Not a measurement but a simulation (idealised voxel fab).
The name of this process module is voxel tone inversion.
This is section cut - it's 240 nm across, gridded in 5 nm square cells.
In this document a cross-section is written as a grid of square cells. It is given as a series of bands, listed from the top down, and a band is one or more rows of cells.
Look at the band entry: it leads with the top's height and the bottom's height in nm. Then it lists the materials left to right, with a width in nm for each. The word "edge to edge" on a single material says that material fills the band edge to edge. The word "blank" is empty space.
For the purposes of this specification, 0 denotes the height below which the wafer in its as-received condition is composed wholly of one material, and the lowermost band, lacking a lower limit, extends downward without end, as expressed in "from 0 down".
A two-number width, for instance "30..40", indicates that the width is equal to the first number in the top row of the band and to the second number in the bottom row, and that it changes by a constant amount per row of cells.
The designation "same as before", where it is given for a processing step, indicates that no cell of the cross-section was altered in the course of that step.
Look at "Sealed void list" for the closed voids: empty spaces with no open path to the top, sized 8 cells or up. Each is width x height at distance, distance from the left edge, all nm.
Past the settings on a step's line: simulator remark, on that step.
overlay nm: mask offset rightward from planned place, masked step; negative means leftward offset.

Steps in the process plan:
- 1: RECEIVE (material Si)
- 2: CONFORMAL_DEP (material SiN; thk nm 5)
- 3: DIRECTIONAL_DEP (material aC; thk nm 20)
- 4: PATTERN (tone cover; mask id POSTS; material resist; width nm 15; pitch nm 45; thk nm 30; overlay nm 0)
- 5: DIRECTIONAL_ETCH (etch materials aC; depth nm 20)
- 6: STRIP (etch materials resist)
- 7: FILL_DEP (material SiO2; thk nm 5)
- 8: CMP (height nm 15)
- 9: STRIP (etch materials aC)
- 10: CONFORMAL_DEP (material TiN; thk nm 5)
- 11: FILL_DEP (material Ru; thk nm 5)
- 12: CMP (height nm 25)
- 13: CONFORMAL_DEP (material SiN; thk nm 5)
Be aware that, although all wafers share a common starting state, the height nm at step 8 differs among them, and the plan displays the first wafer's value.

Cross-section of the first of several received wafers, showing its state after step 1:
	from 0 down | Si edge to edge
	Sealed void list: none

End-of-module cross-section, first of several wafers, after last step 13:
	from 30 to 25 | SiN edge to edge
	from 25 to 20 | Ru edge to edge
	from 20 to 15 | 50 nm TiN, 5 nm Ru, 40 nm TiN, 5 nm Ru, 40 nm TiN, 5 nm Ru, 40 nm TiN, 5 nm Ru, 50 nm TiN
	from 15 to 10 | 45 nm SiO2, 5 nm TiN, 5 nm Ru, 5 nm TiN, 30 nm SiO2, 5 nm TiN, 5 nm Ru, 5 nm TiN, 30 nm SiO2, 5 nm TiN, 5 nm Ru, 5 nm TiN, 30 nm SiO2, 5 nm TiN, 5 nm Ru, 5 nm TiN, 45 nm SiO2
	from 10 to 5 | 45 nm SiO2, 15 nm TiN, 30 nm SiO2, 15 nm TiN, 30 nm SiO2, 15 nm TiN, 30 nm SiO2, 15 nm TiN, 45 nm SiO2
	from 5 to 0 | SiN edge to edge
	from 0 down | Si edge to edge
	Sealed void list: none

Wafer cross-section (last wafer, module end):
	from 30 to 25 | SiN edge to edge
	from 25 to 5 | 45 nm SiO2, 15 nm aC, 30 nm SiO2, 15 nm aC, 30 nm SiO2, 15 nm aC, 30 nm SiO2, 15 nm aC, 45 nm SiO2
	from 5 to 0 | SiN edge to edge
	from 0 down | Si edge to edge
	Sealed void list: none

Take any row and you have a wafer at the end of the module: how many cells of each material it has gained (+) or lost (-) since it was received, and then its closed voids:
height nm 15; +56 Ru; +96 SiN; +72 SiO2; +64 TiN; Sealed void list: none
height nm 20; +12 Ru; +96 SiN; +108 SiO2; +72 TiN; Sealed void list: none
height nm 25; +12 Ru; +96 SiN; +144 SiO2; +36 TiN; Sealed void list: none
height nm 30; +96 SiN; +144 SiO2; +48 aC; Sealed void list: none
